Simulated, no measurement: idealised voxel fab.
process module | voxel gate over fins
cross-section cut | 160 nm wide | cells 5 nm
A cross-section is a grid of square cells, given in bands from the top down. A band is one or more rows of cells.
Each band's line starts with the height of the band's top and of its bottom, in nm. Then come its materials from left to right, each with its width in nm. One material with "throughout" fills the band from edge to edge. "air" is empty space.
Height 0 is the level under which the wafer as received is all one material. The lowest band goes on downwards, as in "0 down".
A width such as "30 to 40" changes by the same amount from each row of cells to the next, from the band's top row to its bottom row.
"no change" after a step means that no cell of the cross-section changed.
closed voids: empty space of 8 cells or more with no open way to the top, each as width x height at its distance from the left edge, in nm
after a step's settings: what the simulator itself notes on the step
overlay nm, on a step with a mask: how far to the right of its planned place the mask lay; to the left if negative
plan
1 op RECEIVE | material Si
2 op CONFORMAL_DEP | material SiN | thk nm 5
3 op MASKED_ETCH | tone cover | mask id FINS | width nm 15 | pitch nm 55 | etch materials SiN | depth nm 5 | overlay nm 0
4 op MASKED_ETCH | tone cover | mask id FINS | width nm 15 | pitch nm 55 | etch materials Si | depth nm 35 | overlay nm 0
5 op OXIDIZE | depth nm 5
6 op FILL_DEP | material SiO2 | thk nm 5
7 op CMP | height nm 5
8 op PATTERN | tone open | mask id RAIL | material resist | width nm 15 | thk nm 15 | overlay nm 0
9 op DIRECTIONAL_ETCH | etch materials SiO2 | depth nm 35
10 op STRIP | etch materials resist
11 op CONFORMAL_DEP | material TiN | thk nm 5
12 op FILL_DEP | material W | thk nm 10
13 op CMP | height nm 5
14 op SELECTIVE_ETCH | etch materials W Ru TiN | depth nm 25
15 op FILL_DEP | material SiO2 | thk nm 5
16 op CMP | height nm 5
17 op SELECTIVE_ETCH | etch materials SiO2 | depth nm 20
18 op STRIP | etch materials SiN
19 op CONFORMAL_DEP | material HfO2 | thk nm 5
20 op CONFORMAL_DEP | material TiN | thk nm 5
21 op CONFORMAL_DEP | material TiAl | thk nm 5
22 op CONFORMAL_DEP | material TiN | thk nm 5
23 op FILL_DEP | material W | thk nm 15
24 op CMP | height nm 30
25 op CONFORMAL_DEP | material SiN | thk nm 10
first wafer, as planned
as received, after step 1
  0 down: Si throughout
  closed voids: none
after step 2
  5 to 0: SiN throughout
  below 0: unchanged
after step 3
  5 to 0: air 15 | SiN 15 | air 40 | SiN 15 | air 40 | SiN 15 | air 20
  below 0: unchanged
after step 4
  5 to 0: air 15 | SiN 15 | air 40 | SiN 15 | air 40 | SiN 15 | air 20
  0 to -35: air 15 | Si 15 | air 40 | Si 15 | air 40 | Si 15 | air 20
  below -35: unchanged
after step 5
  5 to 0: air 15 | SiN 15 | air 40 | SiN 15 | air 40 | SiN 15 | air 20
  0 to -35: air 15 | SiO2 5 | Si 5 | SiO2 5 | air 40 | SiO2 5 | Si 5 | SiO2 5 | air 40 | SiO2 5 | Si 5 | SiO2 5 | air 20
  -35 to -40: SiO2 20 | Si 5 | SiO2 50 | Si 5 | SiO2 50 | Si 5 | SiO2 25
  below -40: unchanged
after step 6
  10 to 5: SiO2 throughout
  5 to 0: SiO2 15 | SiN 15 | SiO2 40 | SiN 15 | SiO2 40 | SiN 15 | SiO2 20
  0 to -40: SiO2 20 | Si 5 | SiO2 50 | Si 5 | SiO2 50 | Si 5 | SiO2 25
  below -40: unchanged
after step 7
  5 to 0: SiO2 15 | SiN 15 | SiO2 40 | SiN 15 | SiO2 40 | SiN 15 | SiO2 20
  below 0: unchanged
after step 8
  20 to 5: resist 40 | air 15 | resist 105
  below 5: unchanged
after step 9
  20 to 5: resist 40 | air 15 | resist 105
  5 to 0: SiO2 15 | SiN 15 | SiO2 10 | air 15 | SiO2 15 | SiN 15 | SiO2 40 | SiN 15 | SiO2 20
  0 to -30: SiO2 20 | Si 5 | SiO2 15 | air 15 | SiO2 20 | Si 5 | SiO2 50 | Si 5 | SiO2 25
  below -30: unchanged
after step 10
  5 to 0: SiO2 15 | SiN 15 | SiO2 10 | air 15 | SiO2 15 | SiN 15 | SiO2 40 | SiN 15 | SiO2 20
  below 0: unchanged
after step 11
  10 to 5: TiN 45 | air 5 | TiN 110
  5 to 0: SiO2 15 | SiN 15 | SiO2 10 | TiN 5 | air 5 | TiN 5 | SiO2 15 | SiN 15 | SiO2 40 | SiN 15 | SiO2 20
  0 to -25: SiO2 20 | Si 5 | SiO2 15 | TiN 5 | air 5 | TiN 5 | SiO2 20 | Si 5 | SiO2 50 | Si 5 | SiO2 25
  -25 to -30: SiO2 20 | Si 5 | SiO2 15 | TiN 15 | SiO2 20 | Si 5 | SiO2 50 | Si 5 | SiO2 25
  below -30: unchanged
after step 12
  20 to 10: W throughout
  10 to 5: TiN 45 | W 5 | TiN 110
  5 to 0: SiO2 15 | SiN 15 | SiO2 10 | TiN 5 | W 5 | TiN 5 | SiO2 15 | SiN 15 | SiO2 40 | SiN 15 | SiO2 20
  0 to -25: SiO2 20 | Si 5 | SiO2 15 | TiN 5 | W 5 | TiN 5 | SiO2 20 | Si 5 | SiO2 50 | Si 5 | SiO2 25
  below -25: unchanged
after step 13
  5 to 0: SiO2 15 | SiN 15 | SiO2 10 | TiN 5 | W 5 | TiN 5 | SiO2 15 | SiN 15 | SiO2 40 | SiN 15 | SiO2 20
  below 0: unchanged
after step 14
  5 to 0: SiO2 15 | SiN 15 | SiO2 10 | air 15 | SiO2 15 | SiN 15 | SiO2 40 | SiN 15 | SiO2 20
  0 to -20: SiO2 20 | Si 5 | SiO2 15 | air 15 | SiO2 20 | Si 5 | SiO2 50 | Si 5 | SiO2 25
  below -20: unchanged
after step 15
  10 to 5: SiO2 throughout
  5 to 0: SiO2 15 | SiN 15 | SiO2 40 | SiN 15 | SiO2 40 | SiN 15 | SiO2 20
  0 to -20: SiO2 20 | Si 5 | SiO2 50 | Si 5 | SiO2 50 | Si 5 | SiO2 25
  below -20: unchanged
after step 16
  5 to 0: SiO2 15 | SiN 15 | SiO2 40 | SiN 15 | SiO2 40 | SiN 15 | SiO2 20
  below 0: unchanged
after step 17
  5 to 0: air 15 | SiN 15 | air 40 | SiN 15 | air 40 | SiN 15 | air 20
  0 to -15: air 20 | Si 5 | air 50 | Si 5 | air 50 | Si 5 | air 25
  below -15: unchanged
after step 18
  0 to -15: air 20 | Si 5 | air 50 | Si 5 | air 50 | Si 5 | air 25
  below -15: unchanged
after step 19
  5 to 0: air 15 | HfO2 15 | air 40 | HfO2 15 | air 40 | HfO2 15 | air 20
  0 to -10: air 15 | HfO2 5 | Si 5 | HfO2 5 | air 40 | HfO2 5 | Si 5 | HfO2 5 | air 40 | HfO2 5 | Si 5 | HfO2 5 | air 20
  -10 to -15: HfO2 20 | Si 5 | HfO2 50 | Si 5 | HfO2 50 | Si 5 | HfO2 25
  below -15: unchanged
after step 20
  10 to 5: air 10 | TiN 25 | air 30 | TiN 25 | air 30 | TiN 25 | air 15
  5 to 0: air 10 | TiN 5 | HfO2 15 | TiN 5 | air 30 | TiN 5 | HfO2 15 | TiN 5 | air 30 | TiN 5 | HfO2 15 | TiN 5 | air 15
  0 to -5: air 10 | TiN 5 | HfO2 5 | Si 5 | HfO2 5 | TiN 5 | air 30 | TiN 5 | HfO2 5 | Si 5 | HfO2 5 | TiN 5 | air 30 | TiN 5 | HfO2 5 | Si 5 | HfO2 5 | TiN 5 | air 15
  -5 to -10: TiN 15 | HfO2 5 | Si 5 | HfO2 5 | TiN 40 | HfO2 5 | Si 5 | HfO2 5 | TiN 40 | HfO2 5 | Si 5 | HfO2 5 | TiN 20
  below -10: unchanged
after step 21
  15 to 10: air 5 | TiAl 35 | air 20 | TiAl 35 | air 20 | TiAl 35 | air 10
  10 to 5: air 5 | TiAl 5 | TiN 25 | TiAl 5 | air 20 | TiAl 5 | TiN 25 | TiAl 5 | air 20 | TiAl 5 | TiN 25 | TiAl 5 | air 10
  5 to 0: air 5 | TiAl 5 | TiN 5 | HfO2 15 | TiN 5 | TiAl 5 | air 20 | TiAl 5 | TiN 5 | HfO2 15 | TiN 5 | TiAl 5 | air 20 | TiAl 5 | TiN 5 | HfO2 15 | TiN 5 | TiAl 5 | air 10
  0 to -5: TiAl 10 | TiN 5 | HfO2 5 | Si 5 | HfO2 5 | TiN 5 | TiAl 30 | TiN 5 | HfO2 5 | Si 5 | HfO2 5 | TiN 5 | TiAl 30 | TiN 5 | HfO2 5 | Si 5 | HfO2 5 | TiN 5 | TiAl 15
  below -5: unchanged
after step 22
  20 to 15: TiN 45 | air 10 | TiN 45 | air 10 | TiN 45 | air 5
  15 to 10: TiN 5 | TiAl 35 | TiN 5 | air 10 | TiN 5 | TiAl 35 | TiN 5 | air 10 | TiN 5 | TiAl 35 | TiN 5 | air 5
  10 to 5: TiN 5 | TiAl 5 | TiN 25 | TiAl 5 | TiN 5 | air 10 | TiN 5 | TiAl 5 | TiN 25 | TiAl 5 | TiN 5 | air 10 | TiN 5 | TiAl 5 | TiN 25 | TiAl 5 | TiN 5 | air 5
  5 to 0: TiN 5 | TiAl 5 | TiN 5 | HfO2 15 | TiN 5 | TiAl 5 | TiN 20 | TiAl 5 | TiN 5 | HfO2 15 | TiN 5 | TiAl 5 | TiN 20 | TiAl 5 | TiN 5 | HfO2 15 | TiN 5 | TiAl 5 | TiN 10
  below 0: unchanged
after step 23
  35 to 20: W throughout
  20 to 15: TiN 45 | W 10 | TiN 45 | W 10 | TiN 45 | W 5
  15 to 10: TiN 5 | TiAl 35 | TiN 5 | W 10 | TiN 5 | TiAl 35 | TiN 5 | W 10 | TiN 5 | TiAl 35 | TiN 5 | W 5
  10 to 5: TiN 5 | TiAl 5 | TiN 25 | TiAl 5 | TiN 5 | W 10 | TiN 5 | TiAl 5 | TiN 25 | TiAl 5 | TiN 5 | W 10 | TiN 5 | TiAl 5 | TiN 25 | TiAl 5 | TiN 5 | W 5
  below 5: unchanged
after step 24
  30 to 20: W throughout
  below 20: unchanged
after step 25
  40 to 30: SiN throughout
  below 30: unchanged
second wafer: like start, like plan, one mistake. Through step 18 it matches the first wafer
when step 19 should have ended
  5 to 0: air 15 | TiN 15 | air 40 | TiN 15 | air 40 | TiN 15 | air 20
  0 to -10: air 15 | TiN 5 | Si 5 | TiN 5 | air 40 | TiN 5 | Si 5 | TiN 5 | air 40 | TiN 5 | Si 5 | TiN 5 | air 20
  -10 to -15: TiN 20 | Si 5 | TiN 50 | Si 5 | TiN 50 | Si 5 | TiN 25
  below -15: unchanged
when step 20 should have ended
  10 to 5: air 10 | HfO2 25 | air 30 | HfO2 25 | air 30 | HfO2 25 | air 15
  5 to 0: air 10 | HfO2 5 | TiN 15 | HfO2 5 | air 30 | HfO2 5 | TiN 15 | HfO2 5 | air 30 | HfO2 5 | TiN 15 | HfO2 5 | air 15
  0 to -5: air 10 | HfO2 5 | TiN 5 | Si 5 | TiN 5 | HfO2 5 | air 30 | HfO2 5 | TiN 5 | Si 5 | TiN 5 | HfO2 5 | air 30 | HfO2 5 | TiN 5 | Si 5 | TiN 5 | HfO2 5 | air 15
  -5 to -10: HfO2 15 | TiN 5 | Si 5 | TiN 5 | HfO2 40 | TiN 5 | Si 5 | TiN 5 | HfO2 40 | TiN 5 | Si 5 | TiN 5 | HfO2 20
  below -10: unchanged
when step 21 should have ended
  15 to 10: air 5 | TiAl 35 | air 20 | TiAl 35 | air 20 | TiAl 35 | air 10
  10 to 5: air 5 | TiAl 5 | HfO2 25 | TiAl 5 | air 20 | TiAl 5 | HfO2 25 | TiAl 5 | air 20 | TiAl 5 | HfO2 25 | TiAl 5 | air 10
  5 to 0: air 5 | TiAl 5 | HfO2 5 | TiN 15 | HfO2 5 | TiAl 5 | air 20 | TiAl 5 | HfO2 5 | TiN 15 | HfO2 5 | TiAl 5 | air 20 | TiAl 5 | HfO2 5 | TiN 15 | HfO2 5 | TiAl 5 | air 10
  0 to -5: TiAl 10 | HfO2 5 | TiN 5 | Si 5 | TiN 5 | HfO2 5 | TiAl 30 | HfO2 5 | TiN 5 | Si 5 | TiN 5 | HfO2 5 | TiAl 30 | HfO2 5 | TiN 5 | Si 5 | TiN 5 | HfO2 5 | TiAl 15
  below -5: unchanged
when step 22 should have ended
  20 to 15: TiN 45 | air 10 | TiN 45 | air 10 | TiN 45 | air 5
  15 to 10: TiN 5 | TiAl 35 | TiN 5 | air 10 | TiN 5 | TiAl 35 | TiN 5 | air 10 | TiN 5 | TiAl 35 | TiN 5 | air 5
  10 to 5: TiN 5 | TiAl 5 | HfO2 25 | TiAl 5 | TiN 5 | air 10 | TiN 5 | TiAl 5 | HfO2 25 | TiAl 5 | TiN 5 | air 10 | TiN 5 | TiAl 5 | HfO2 25 | TiAl 5 | TiN 5 | air 5
  5 to 0: TiN 5 | TiAl 5 | HfO2 5 | TiN 15 | HfO2 5 | TiAl 5 | TiN 20 | TiAl 5 | HfO2 5 | TiN 15 | HfO2 5 | TiAl 5 | TiN 20 | TiAl 5 | HfO2 5 | TiN 15 | HfO2 5 | TiAl 5 | TiN 10
  below 0: unchanged
when step 23 should have ended
  35 to 20: W throughout
  20 to 15: TiN 45 | W 10 | TiN 45 | W 10 | TiN 45 | W 5
  15 to 10: TiN 5 | TiAl 35 | TiN 5 | W 10 | TiN 5 | TiAl 35 | TiN 5 | W 10 | TiN 5 | TiAl 35 | TiN 5 | W 5
  10 to 5: TiN 5 | TiAl 5 | HfO2 25 | TiAl 5 | TiN 5 | W 10 | TiN 5 | TiAl 5 | HfO2 25 | TiAl 5 | TiN 5 | W 10 | TiN 5 | TiAl 5 | HfO2 25 | TiAl 5 | TiN 5 | W 5
  below 5: unchanged
when step 24 should have ended
  30 to 20: W throughout
  below 20: unchanged
when step 25 should have ended
  40 to 30: SiN throughout
  below 30: unchanged
what went wrong: steps 19 and 20 were swapped
at the end the second wafer has, in cells: as many of each material as the first, in other places
